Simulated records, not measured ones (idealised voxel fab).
process module | voxel ribs on slabs
cross-section cut | 300 nm wide | cells 5 nm
A cross-section is a grid of square cells, given in bands from the top down. A band is one or more rows of cells.
Each band's line starts with the height of the band's top and of its bottom, in nm. Then come its materials from left to right, each with its width in nm. One material with "throughout" fills the band from edge to edge. "air" is empty space.
Height 0 is the level under which the wafer as received is all one material. The lowest band goes on downwards, as in "0 down".
A width such as "30 to 40" changes by the same amount from each row of cells to the next, from the band's top row to its bottom row.
"no change" after a step means that no cell of the cross-section changed.
closed voids: empty space of 8 cells or more with no open way to the top, each as width x height at its distance from the left edge, in nm
after a step's settings: what the simulator itself notes on the step
overlay nm, on a step with a mask: how far to the right of its planned place the mask lay; to the left if negative
plan
1 op RECEIVE | material Si
2 op DIRECTIONAL_DEP | material SiO2 | thk nm 25
3 op DIRECTIONAL_DEP | material polySi | thk nm 20
4 op PATTERN | tone cover | mask id RIB | material resist | width nm 30 | thk nm 15 | overlay nm 0
5 op DIRECTIONAL_ETCH | etch materials polySi | depth nm 15
6 op STRIP | etch materials resist
7 op PATTERN | tone cover | mask id SLAB | material resist | width nm 90 | thk nm 20 | overlay nm 0
8 op DIRECTIONAL_ETCH | etch materials polySi | depth nm 5
9 op STRIP | etch materials resist
10 op FILL_DEP | material SiO2 | thk nm 20
11 op CMP | height nm 60
12 op DIRECTIONAL_DEP | material W | thk nm 5
13 op PATTERN | tone cover | mask id HEATER | material resist | width nm 40 | thk nm 20 | overlay nm 0
14 op DIRECTIONAL_ETCH | etch materials W | depth nm 5
15 op STRIP | etch materials resist
16 op CONFORMAL_DEP | material SiN | thk nm 5
as received, after step 1
  0 down: Si throughout
  closed voids: none
first wafer at the end, as planned
  70 to 65: air 125 | SiN 50 | air 125
  65 to 60: SiN 130 | W 40 | SiN 130
  60 to 45: SiO2 throughout
  45 to 30: SiO2 135 | polySi 30 | SiO2 135
  30 to 25: SiO2 105 | polySi 90 | SiO2 105
  25 to 0: SiO2 throughout
  0 down: Si throughout
  closed voids: none
second wafer at the end: like start, like plan, one mistake
  65 to 60: air 130 | W 40 | air 130
  60 to 45: SiO2 throughout
  45 to 30: SiO2 135 | polySi 30 | SiO2 135
  30 to 25: SiO2 105 | polySi 90 | SiO2 105
  25 to 0: SiO2 throughout
  0 down: Si throughout
  closed voids: none
what went wrong: step 16 was left out
at the end the second wafer has, in cells: 62 fewer of SiN
